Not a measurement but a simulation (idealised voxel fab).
process module | voxel wiring stack
cross-section cut | 180 nm wide | cells 5 nm
A cross-section is a grid of square cells, given in bands from the top down. A band is one or more rows of cells.
Each band's line starts with the height of the band's top and of its bottom, in nm. Then come its materials from left to right, each with its width in nm. One material with "throughout" fills the band from edge to edge. "air" is empty space.
Height 0 is the level under which the wafer as received is all one material. The lowest band goes on downwards, as in "0 down".
A width such as "30 to 40" changes by the same amount from each row of cells to the next, from the band's top row to its bottom row.
"no change" after a step means that no cell of the cross-section changed.
closed voids: empty space of 8 cells or more with no open way to the top, each as width x height at its distance from the left edge, in nm
after a step's settings: what the simulator itself notes on the step
overlay nm, on a step with a mask: how far to the right of its planned place the mask lay; to the left if negative
plan
1 op RECEIVE | material Si
2 op CONFORMAL_DEP | material SiO2 | thk nm 10
3 op DIRECTIONAL_DEP | material TiN | thk nm 5
4 op DIRECTIONAL_DEP | material Ru | thk nm 15
5 op DIRECTIONAL_DEP | material aC | thk nm 15
6 op PATTERN | tone cover | mask id METAL_1 | material resist | width nm 20 | pitch nm 50 | thk nm 35 | overlay nm 0
7 op DIRECTIONAL_ETCH | etch materials aC | depth nm 15
8 op STRIP | etch materials resist
9 op DIRECTIONAL_ETCH | etch materials Ru | depth nm 15
10 op DIRECTIONAL_ETCH | etch materials TiN | depth nm 5
11 op STRIP | etch materials aC
12 op FILL_DEP | material SiO2 | thk nm 10
13 op CMP | height nm 30
14 op CONFORMAL_DEP | material SiCN | thk nm 5
15 op DIRECTIONAL_DEP | material lowk | thk nm 15
16 op MASKED_ETCH | tone open | mask id PLUG_1 | width nm 15 | pitch nm 100 | etch materials lowk | depth nm 15 | overlay nm 0
17 op MASKED_ETCH | tone open | mask id PLUG_1 | width nm 15 | pitch nm 100 | etch materials SiCN | depth nm 5 | overlay nm 0
18 op CONFORMAL_DEP | material TiN | thk nm 5
19 op FILL_DEP | material Cu | thk nm 10
20 op CMP | height nm 50
21 op CONFORMAL_DEP | material SiCN | thk nm 5
22 op DIRECTIONAL_DEP | material SiO2 | thk nm 15
23 op MASKED_ETCH | tone open | mask id METAL_2 | width nm 20 | pitch nm 50 | etch materials SiO2 | depth nm 15 | overlay nm 0
24 op MASKED_ETCH | tone open | mask id METAL_2 | width nm 20 | pitch nm 50 | etch materials SiCN | depth nm 5 | overlay nm 0
25 op CONFORMAL_DEP | material TiN | thk nm 5
26 op FILL_DEP | material Ru | thk nm 5
27 op CMP | height nm 70
28 op CONFORMAL_DEP | material SiCN | thk nm 5
29 op DIRECTIONAL_DEP | material SiO2 | thk nm 15
30 op MASKED_ETCH | tone open | mask id PLUG_2 | width nm 15 | pitch nm 100 | etch materials SiO2 | depth nm 15 | overlay nm 0
31 op MASKED_ETCH | tone open | mask id PLUG_2 | width nm 15 | pitch nm 100 | etch materials SiCN | depth nm 5 | overlay nm 0
32 op EPI | material Ru | thk nm 10
33 op EPI | material Ru | thk nm 10
34 op CONFORMAL_DEP | material SiN | thk nm 5
35 op DIRECTIONAL_DEP | material lowk | thk nm 15
36 op MASKED_ETCH | tone open | mask id METAL_3 | width nm 20 | pitch nm 50 | etch materials lowk | depth nm 15 | overlay nm 0
37 op MASKED_ETCH | tone open | mask id METAL_3 | width nm 20 | pitch nm 50 | etch materials SiN | depth nm 5 | overlay nm 0
38 op CONFORMAL_DEP | material TiN | thk nm 5
39 op FILL_DEP | material Cu | thk nm 10
40 op CMP | height nm 110
41 op EPI | material Ru | thk nm 5
42 op FILL_DEP | material SiCN | thk nm 5
43 op DIRECTIONAL_DEP | material SiO2 | thk nm 25
44 op MASKED_ETCH | tone open | mask id METAL_4 | width nm 20 | pitch nm 50 | etch materials SiO2 | depth nm 15 | overlay nm 0
45 op MASKED_ETCH | tone open | mask id METAL_4_HOLES | width nm 15 | pitch nm 50 | etch materials SiO2 | depth nm 10 | overlay nm 0
46 op MASKED_ETCH | tone open | mask id METAL_4_HOLES | width nm 15 | pitch nm 50 | etch materials SiCN | depth nm 5 | overlay nm 0
47 op CONFORMAL_DEP | material TiN | thk nm 5
48 op FILL_DEP | material Cu | thk nm 10
49 op CMP | height nm 145
50 op CONFORMAL_DEP | material SiN | thk nm 5
as received, after step 1
  0 down: Si throughout
  closed voids: none
a wafer at the end: this start, this plan, one mistake
  150 to 145: SiN throughout
  145 to 135: SiO2 30 | TiN 5 | Cu 10 | TiN 5 | SiO2 30 | TiN 5 | Cu 10 | TiN 5 | SiO2 30 | TiN 5 | Cu 10 | TiN 5 | SiO2 30
  135 to 130: SiO2 30 | TiN 5 | Cu 5 | TiN 10 | SiO2 30 | TiN 5 | Cu 5 | TiN 10 | SiO2 30 | TiN 5 | Cu 5 | TiN 10 | SiO2 30
  130 to 120: SiO2 30 | TiN 5 | Cu 5 | TiN 5 | SiO2 35 | TiN 5 | Cu 5 | TiN 5 | SiO2 35 | TiN 5 | Cu 5 | TiN 5 | SiO2 35
  120 to 115: SiCN 30 | TiN 15 | SiCN 35 | TiN 15 | SiCN 35 | TiN 15 | SiCN 35
  115 to 110: SiCN 25 | Ru 30 | SiCN 20 | Ru 30 | SiCN 20 | Ru 30 | SiCN 25
  110 to 95: lowk 30 | TiN 5 | Cu 10 | TiN 5 | lowk 30 | TiN 5 | Cu 10 | TiN 5 | lowk 30 | TiN 5 | Cu 10 | TiN 5 | lowk 30
  95 to 90: SiN 30 | TiN 20 | SiN 30 | TiN 20 | SiN 30 | TiN 20 | SiN 30
  90 to 75: SiO2 30 | Ru 15 | SiO2 85 | Ru 15 | SiO2 35
  75 to 70: SiCN 30 | Ru 15 | SiCN 85 | Ru 15 | SiCN 35
  70 to 60: SiO2 25 | TiN 5 | Ru 10 | TiN 5 | SiO2 30 | TiN 5 | Ru 10 | TiN 5 | SiO2 30 | TiN 5 | Ru 10 | TiN 5 | SiO2 35
  60 to 55: SiO2 25 | TiN 10 | Ru 5 | TiN 5 | SiO2 30 | TiN 10 | Ru 5 | TiN 5 | SiO2 30 | TiN 10 | Ru 5 | TiN 5 | SiO2 35
  55 to 50: SiCN 30 | TiN 15 | SiCN 35 | TiN 15 | SiCN 35 | TiN 15 | SiCN 35
  50 to 35: lowk 30 | TiN 5 | Cu 5 | TiN 5 | lowk 85 | TiN 5 | Cu 5 | TiN 5 | lowk 35
  35 to 30: SiCN 30 | TiN 15 | SiCN 85 | TiN 15 | SiCN 35
  30 to 15: SiO2 30 | Ru 20 | SiO2 30 | Ru 20 | SiO2 30 | Ru 20 | SiO2 30
  15 to 10: SiO2 30 | TiN 20 | SiO2 30 | TiN 20 | SiO2 30 | TiN 20 | SiO2 30
  10 to 0: SiO2 throughout
  0 down: Si throughout
  closed voids: none
what went wrong: step 23 ran as: op MASKED_ETCH | tone open | mask id METAL_2 | width nm 20 | pitch nm 50 | etch materials SiO2 | depth nm 15 | overlay nm -5
